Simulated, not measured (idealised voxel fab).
This is a process module. Its name is voxel wiring stack.
cross-section cut | 245 nm wide | cells 5 nm
Reading order for cross-sections: top band down to bottom band. Underlying form: a grid of square cells. Band size: one or more rows of cells. Band entry format. Leading values: height of top, height of bottom, nm. Remainder: materials in left-to-right order, each with its width in nm. Special words: "throughout" on a single material, which then fills the band edge to edge; "blank", empty space. All heights in this document are referenced to 0, defined as the level beneath which the wafer, as received, consists entirely of one material. The lowest band is not bounded below; it extends indefinitely downward and is written in the form "0 nm and below". It should be noted that a width expressed as "30->40" varies in equal increments from row to row of cells within the band, taking the value of the first number at the top row and that of the second number at the bottom row. What does "stayed the same" mean for a step? It means no cell of the cross-section changed in that step. The label "Enclosed voids" introduces a list of the empty spaces, 8 cells or larger, that have no open way up to the top; each entry in it reads width x height at distance, where the distance is taken from the left edge and all three are stated in nm. Anything after a step's settings on that line? It's the simulator's own note about the step. The line of a step may include "overlay nm". On a step with a mask, this value is how far to the right of its planned place the mask lay. A negative value means the mask lay to the left.

Process steps - plan:
- 1: RECEIVE | material Si
- 2: CONFORMAL_DEP | material SiO2 | thk nm 15
- 3: DIRECTIONAL_DEP | material TiN | thk nm 5
- 4: DIRECTIONAL_DEP | material W | thk nm 25
- 5: MASKED_ETCH | tone cover | mask id METAL_1 | width nm 25 | pitch nm 50 | etch materials W | depth nm 25 | overlay nm 0
- 6: MASKED_ETCH | tone cover | mask id METAL_1 | width nm 25 | pitch nm 50 | etch materials TiN | depth nm 5 | overlay nm 0
- 7: CONFORMAL_DEP | material SiN | thk nm 5
- 8: FILL_DEP | material SiO2 | thk nm 5
- 9: CMP | height nm 45
- 10: CONFORMAL_DEP | material SiCN | thk nm 5
- 11: DIRECTIONAL_DEP | material lowk | thk nm 15
- 12: DIRECTIONAL_DEP | material aC | thk nm 15
- 13: PATTERN | tone open | mask id PLUG_1 | material resist | width nm 15 | thk nm 35 | overlay nm 0
- 14: DIRECTIONAL_ETCH | etch materials aC | depth nm 15
- 15: STRIP | etch materials resist
- 16: DIRECTIONAL_ETCH | etch materials lowk | depth nm 15
- 17: DIRECTIONAL_ETCH | etch materials SiCN | depth nm 5
- 18: STRIP | etch materials aC
- 19: EPI | material Ru | thk nm 10
- 20: EPI | material Ru | thk nm 10
- 21: DIRECTIONAL_DEP | material TiN | thk nm 5
- 22: DIRECTIONAL_DEP | material W | thk nm 20
- 23: PATTERN | tone cover | mask id METAL_2 | material resist | width nm 25 | pitch nm 50 | thk nm 15 | overlay nm 0
- 24: DIRECTIONAL_ETCH | etch materials W | depth nm 20
- 25: DIRECTIONAL_ETCH | etch materials TiN | depth nm 5
- 26: STRIP | etch materials resist
- 27: CONFORMAL_DEP | material SiCN | thk nm 5
- 28: FILL_DEP | material SiO2 | thk nm 5
- 29: CMP | height nm 90
- 30: CONFORMAL_DEP | material SiCN | thk nm 5
- 31: DIRECTIONAL_DEP | material lowk | thk nm 30
- 32: MASKED_ETCH | tone open | mask id METAL_3 | width nm 25 | pitch nm 50 | etch materials lowk | depth nm 15 | overlay nm 0
- 33: PATTERN | tone open | mask id METAL_3_HOLES | material resist | width nm 15 | thk nm 15 | overlay nm 0
- 34: DIRECTIONAL_ETCH | etch materials lowk | depth nm 15
- 35: DIRECTIONAL_ETCH | etch materials SiCN | depth nm 5
- 36: STRIP | etch materials resist
- 37: CONFORMAL_DEP | material TiN | thk nm 5
- 38: FILL_DEP | material Cu | thk nm 10
- 39: CMP | height nm 125
- 40: CONFORMAL_DEP | material SiCN | thk nm 5

The first of two wafers, run as planned:

Cross-section, incoming material, after step 1:
	0 nm and below: Si throughout
	Enclosed voids: none

Presented here is a cross-section of the wafer after step 2 has been performed:
	15 nm to 0 nm: SiO2 throughout
	No changes below 0.

Presented here is a cross-section of the wafer after step 3 has been performed:
	20 nm to 15 nm: TiN throughout
	No changes below 15.

Presented here is a cross-section of the wafer after step 4 has been performed:
	45 nm to 20 nm: W throughout
	No changes below 20.

Presented here is a cross-section of the wafer after step 5 has been performed:
	45 nm to 20 nm: blank 85, then W 25, then blank 25, then W 25, then blank 85
	No changes below 20.

Presented here is a cross-section of the wafer after step 6 has been performed:
	45 nm to 20 nm: blank 85, then W 25, then blank 25, then W 25, then blank 85
	20 nm to 15 nm: blank 85, then TiN 25, then blank 25, then TiN 25, then blank 85
	No changes below 15.

Presented here is a cross-section of the wafer after step 7 has been performed:
	50 nm to 45 nm: blank 80, then SiN 35, then blank 15, then SiN 35, then blank 80
	45 nm to 20 nm: blank 80, then SiN 5, then W 25, then SiN 5, then blank 15, then SiN 5, then W 25, then SiN 5, then blank 80
	20 nm to 15 nm: SiN 85, then TiN 25, then SiN 25, then TiN 25, then SiN 85
	No changes below 15.

Presented here is a cross-section of the wafer after step 8 has been performed:
	55 nm to 50 nm: SiO2 throughout
	50 nm to 45 nm: SiO2 80, then SiN 35, then SiO2 15, then SiN 35, then SiO2 80
	45 nm to 20 nm: SiO2 80, then SiN 5, then W 25, then SiN 5, then SiO2 15, then SiN 5, then W 25, then SiN 5, then SiO2 80
	No changes below 20.

Presented here is a cross-section of the wafer after step 9 has been performed:
	45 nm to 20 nm: SiO2 80, then SiN 5, then W 25, then SiN 5, then SiO2 15, then SiN 5, then W 25, then SiN 5, then SiO2 80
	No changes below 20.

Presented here is a cross-section of the wafer after step 10 has been performed:
	50 nm to 45 nm: SiCN throughout
	No changes below 45.

Presented here is a cross-section of the wafer after step 11 has been performed:
	65 nm to 50 nm: lowk throughout
	No changes below 50.

Presented here is a cross-section of the wafer after step 12 has been performed:
	80 nm to 65 nm: aC throughout
	No changes below 65.

Presented here is a cross-section of the wafer after step 13 has been performed:
	115 nm to 80 nm: resist 85, then blank 15, then resist 145
	No changes below 80.

Presented here is a cross-section of the wafer after step 14 has been performed:
	100 nm to 80 nm: resist 85, then blank 15, then resist 145
	80 nm to 65 nm: aC 85, then blank 15, then aC 145
	No changes below 65.

Presented here is a cross-section of the wafer after step 15 has been performed:
	80 nm to 65 nm: aC 85, then blank 15, then aC 145
	No changes below 65.

Presented here is a cross-section of the wafer after step 16 has been performed:
	80 nm to 65 nm: aC 85, then blank 15, then aC 145
	65 nm to 50 nm: lowk 85, then blank 15, then lowk 145
	No changes below 50.

Presented here is a cross-section of the wafer after step 17 has been performed:
	80 nm to 65 nm: aC 85, then blank 15, then aC 145
	65 nm to 50 nm: lowk 85, then blank 15, then lowk 145
	50 nm to 45 nm: SiCN 85, then blank 15, then SiCN 145
	No changes below 45.

Presented here is a cross-section of the wafer after step 18 has been performed:
	65 nm to 50 nm: lowk 85, then blank 15, then lowk 145
	No changes below 50.

Presented here is a cross-section of the wafer after step 19 has been performed:
	65 nm to 55 nm: lowk 85, then blank 15, then lowk 145
	55 nm to 50 nm: lowk 85, then Ru 15, then lowk 145
	50 nm to 45 nm: SiCN 85, then Ru 15, then SiCN 145
	No changes below 45.

Presented here is a cross-section of the wafer after step 20 has been performed:
	65 nm to 50 nm: lowk 85, then Ru 15, then lowk 145
	No changes below 50.

Presented here is a cross-section of the wafer after step 21 has been performed:
	70 nm to 65 nm: TiN throughout
	No changes below 65.

Presented here is a cross-section of the wafer after step 22 has been performed:
	90 nm to 70 nm: W throughout
	No changes below 70.

Presented here is a cross-section of the wafer after step 23 has been performed:
	105 nm to 90 nm: blank 85, then resist 25, then blank 25, then resist 25, then blank 85
	No changes below 90.

Presented here is a cross-section of the wafer after step 24 has been performed:
	105 nm to 90 nm: blank 85, then resist 25, then blank 25, then resist 25, then blank 85
	90 nm to 70 nm: blank 85, then W 25, then blank 25, then W 25, then blank 85
	No changes below 70.

Presented here is a cross-section of the wafer after step 25 has been performed:
	105 nm to 90 nm: blank 85, then resist 25, then blank 25, then resist 25, then blank 85
	90 nm to 70 nm: blank 85, then W 25, then blank 25, then W 25, then blank 85
	70 nm to 65 nm: blank 85, then TiN 25, then blank 25, then TiN 25, then blank 85
	No changes below 65.

Presented here is a cross-section of the wafer after step 26 has been performed:
	90 nm to 70 nm: blank 85, then W 25, then blank 25, then W 25, then blank 85
	No changes below 70.

Presented here is a cross-section of the wafer after step 27 has been performed:
	95 nm to 90 nm: blank 80, then SiCN 35, then blank 15, then SiCN 35, then blank 80
	90 nm to 70 nm: blank 80, then SiCN 5, then W 25, then SiCN 5, then blank 15, then SiCN 5, then W 25, then SiCN 5, then blank 80
	70 nm to 65 nm: SiCN 85, then TiN 25, then SiCN 25, then TiN 25, then SiCN 85
	No changes below 65.

Presented here is a cross-section of the wafer after step 28 has been performed:
	100 nm to 95 nm: SiO2 throughout
	95 nm to 90 nm: SiO2 80, then SiCN 35, then SiO2 15, then SiCN 35, then SiO2 80
	90 nm to 70 nm: SiO2 80, then SiCN 5, then W 25, then SiCN 5, then SiO2 15, then SiCN 5, then W 25, then SiCN 5, then SiO2 80
	No changes below 70.

Presented here is a cross-section of the wafer after step 29 has been performed:
	90 nm to 70 nm: SiO2 80, then SiCN 5, then W 25, then SiCN 5, then SiO2 15, then SiCN 5, then W 25, then SiCN 5, then SiO2 80
	No changes below 70.

Presented here is a cross-section of the wafer after step 30 has been performed:
	95 nm to 90 nm: SiCN throughout
	No changes below 90.

Presented here is a cross-section of the wafer after step 31 has been performed:
	125 nm to 95 nm: lowk throughout
	No changes below 95.

Presented here is a cross-section of the wafer after step 32 has been performed:
	125 nm to 110 nm: lowk 85, then blank 25, then lowk 25, then blank 25, then lowk 85
	No changes below 110.

Presented here is a cross-section of the wafer after step 33 has been performed:
	140 nm to 125 nm: resist 85, then blank 15, then resist 145
	125 nm to 110 nm: lowk 85, then blank 15, then resist 10, then lowk 25, then resist 25, then lowk 85
	No changes below 110.

Presented here is a cross-section of the wafer after step 34 has been performed:
	140 nm to 125 nm: resist 85, then blank 15, then resist 145
	125 nm to 110 nm: lowk 85, then blank 15, then resist 10, then lowk 25, then resist 25, then lowk 85
	110 nm to 95 nm: lowk 85, then blank 15, then lowk 145
	No changes below 95.

Presented here is a cross-section of the wafer after step 35 has been performed:
	140 nm to 125 nm: resist 85, then blank 15, then resist 145
	125 nm to 110 nm: lowk 85, then blank 15, then resist 10, then lowk 25, then resist 25, then lowk 85
	110 nm to 95 nm: lowk 85, then blank 15, then lowk 145
	95 nm to 90 nm: SiCN 85, then blank 15, then SiCN 145
	No changes below 90.

Presented here is a cross-section of the wafer after step 36 has been performed:
	125 nm to 110 nm: lowk 85, then blank 25, then lowk 25, then blank 25, then lowk 85
	No changes below 110.

Presented here is a cross-section of the wafer after step 37 has been performed:
	130 nm to 125 nm: TiN 90, then blank 15, then TiN 35, then blank 15, then TiN 90
	125 nm to 115 nm: lowk 85, then TiN 5, then blank 15, then TiN 5, then lowk 25, then TiN 5, then blank 15, then TiN 5, then lowk 85
	115 nm to 110 nm: lowk 85, then TiN 5, then blank 5, then TiN 15, then lowk 25, then TiN 25, then lowk 85
	110 nm to 95 nm: lowk 85, then TiN 5, then blank 5, then TiN 5, then lowk 145
	95 nm to 90 nm: SiCN 85, then TiN 15, then SiCN 145
	No changes below 90.

Presented here is a cross-section of the wafer after step 38 has been performed:
	140 nm to 130 nm: Cu throughout
	130 nm to 125 nm: TiN 90, then Cu 15, then TiN 35, then Cu 15, then TiN 90
	125 nm to 115 nm: lowk 85, then TiN 5, then Cu 15, then TiN 5, then lowk 25, then TiN 5, then Cu 15, then TiN 5, then lowk 85
	115 nm to 110 nm: lowk 85, then TiN 5, then Cu 5, then TiN 15, then lowk 25, then TiN 25, then lowk 85
	110 nm to 95 nm: lowk 85, then TiN 5, then Cu 5, then TiN 5, then lowk 145
	No changes below 95.

Presented here is a cross-section of the wafer after step 39 has been performed:
	125 nm to 115 nm: lowk 85, then TiN 5, then Cu 15, then TiN 5, then lowk 25, then TiN 5, then Cu 15, then TiN 5, then lowk 85
	No changes below 115.

Presented here is a cross-section of the wafer after step 40 has been performed:
	130 nm to 125 nm: SiCN throughout
	No changes below 125.

The second wafer was prepared from the same starting point and under the same plan as the first; its processing contained one mistake, and it remains indistinguishable from the first wafer up to and including step 20:

Cross-section, second wafer, at the end time the plan gives for step 21: stayed the same

Cross-section, second wafer, at the end time the plan gives for step 22:
	85 nm to 65 nm: W throughout
	No changes below 65.

Cross-section, second wafer, at the end time the plan gives for step 23:
	100 nm to 85 nm: blank 85, then resist 25, then blank 25, then resist 25, then blank 85
	No changes below 85.

Cross-section, second wafer, at the end time the plan gives for step 24:
	100 nm to 85 nm: blank 85, then resist 25, then blank 25, then resist 25, then blank 85
	85 nm to 65 nm: blank 85, then W 25, then blank 25, then W 25, then blank 85
	No changes below 65.

Cross-section, second wafer, at the end time the plan gives for step 25: stayed the same

Cross-section, second wafer, at the end time the plan gives for step 26:
	85 nm to 65 nm: blank 85, then W 25, then blank 25, then W 25, then blank 85
	No changes below 65.

Cross-section, second wafer, at the end time the plan gives for step 27:
	90 nm to 85 nm: blank 80, then SiCN 35, then blank 15, then SiCN 35, then blank 80
	85 nm to 70 nm: blank 80, then SiCN 5, then W 25, then SiCN 5, then blank 15, then SiCN 5, then W 25, then SiCN 5, then blank 80
	70 nm to 65 nm: SiCN 85, then W 25, then SiCN 25, then W 25, then SiCN 85
	No changes below 65.

Cross-section, second wafer, at the end time the plan gives for step 28:
	95 nm to 90 nm: SiO2 throughout
	90 nm to 85 nm: SiO2 80, then SiCN 35, then SiO2 15, then SiCN 35, then SiO2 80
	85 nm to 70 nm: SiO2 80, then SiCN 5, then W 25, then SiCN 5, then SiO2 15, then SiCN 5, then W 25, then SiCN 5, then SiO2 80
	No changes below 70.

Cross-section, second wafer, at the end time the plan gives for step 29:
	90 nm to 85 nm: SiO2 80, then SiCN 35, then SiO2 15, then SiCN 35, then SiO2 80
	No changes below 85.

Cross-section, second wafer, at the end time the plan gives for step 30:
	95 nm to 90 nm: SiCN throughout
	No changes below 90.

Cross-section, second wafer, at the end time the plan gives for step 31:
	125 nm to 95 nm: lowk throughout
	No changes below 95.

Cross-section, second wafer, at the end time the plan gives for step 32:
	125 nm to 110 nm: lowk 85, then blank 25, then lowk 25, then blank 25, then lowk 85
	No changes below 110.

Cross-section, second wafer, at the end time the plan gives for step 33:
	140 nm to 125 nm: resist 85, then blank 15, then resist 145
	125 nm to 110 nm: lowk 85, then blank 15, then resist 10, then lowk 25, then resist 25, then lowk 85
	No changes below 110.

Cross-section, second wafer, at the end time the plan gives for step 34:
	140 nm to 125 nm: resist 85, then blank 15, then resist 145
	125 nm to 110 nm: lowk 85, then blank 15, then resist 10, then lowk 25, then resist 25, then lowk 85
	110 nm to 95 nm: lowk 85, then blank 15, then lowk 145
	No changes below 95.

Cross-section, second wafer, at the end time the plan gives for step 35:
	140 nm to 125 nm: resist 85, then blank 15, then resist 145
	125 nm to 110 nm: lowk 85, then blank 15, then resist 10, then lowk 25, then resist 25, then lowk 85
	110 nm to 95 nm: lowk 85, then blank 15, then lowk 145
	95 nm to 90 nm: SiCN 85, then blank 15, then SiCN 145
	No changes below 90.

Cross-section, second wafer, at the end time the plan gives for step 36:
	125 nm to 110 nm: lowk 85, then blank 25, then lowk 25, then blank 25, then lowk 85
	No changes below 110.

Cross-section, second wafer, at the end time the plan gives for step 37:
	130 nm to 125 nm: TiN 90, then blank 15, then TiN 35, then blank 15, then TiN 90
	125 nm to 115 nm: lowk 85, then TiN 5, then blank 15, then TiN 5, then lowk 25, then TiN 5, then blank 15, then TiN 5, then lowk 85
	115 nm to 110 nm: lowk 85, then TiN 5, then blank 5, then TiN 15, then lowk 25, then TiN 25, then lowk 85
	110 nm to 95 nm: lowk 85, then TiN 5, then blank 5, then TiN 5, then lowk 145
	95 nm to 90 nm: SiCN 85, then TiN 15, then SiCN 145
	No changes below 90.

Cross-section, second wafer, at the end time the plan gives for step 38:
	140 nm to 130 nm: Cu throughout
	130 nm to 125 nm: TiN 90, then Cu 15, then TiN 35, then Cu 15, then TiN 90
	125 nm to 115 nm: lowk 85, then TiN 5, then Cu 15, then TiN 5, then lowk 25, then TiN 5, then Cu 15, then TiN 5, then lowk 85
	115 nm to 110 nm: lowk 85, then TiN 5, then Cu 5, then TiN 15, then lowk 25, then TiN 25, then lowk 85
	110 nm to 95 nm: lowk 85, then TiN 5, then Cu 5, then TiN 5, then lowk 145
	No changes below 95.

Cross-section, second wafer, at the end time the plan gives for step 39:
	125 nm to 115 nm: lowk 85, then TiN 5, then Cu 15, then TiN 5, then lowk 25, then TiN 5, then Cu 15, then TiN 5, then lowk 85
	No changes below 115.

Cross-section, second wafer, at the end time the plan gives for step 40:
	130 nm to 125 nm: SiCN throughout
	No changes below 125.
The plan and the run diverged here: execution of step 21 of the plan did not take place, the step having been omitted
Materials where the second wafer ends with more or fewer cells than the first: 10 more of SiCN; 10 fewer of TiN
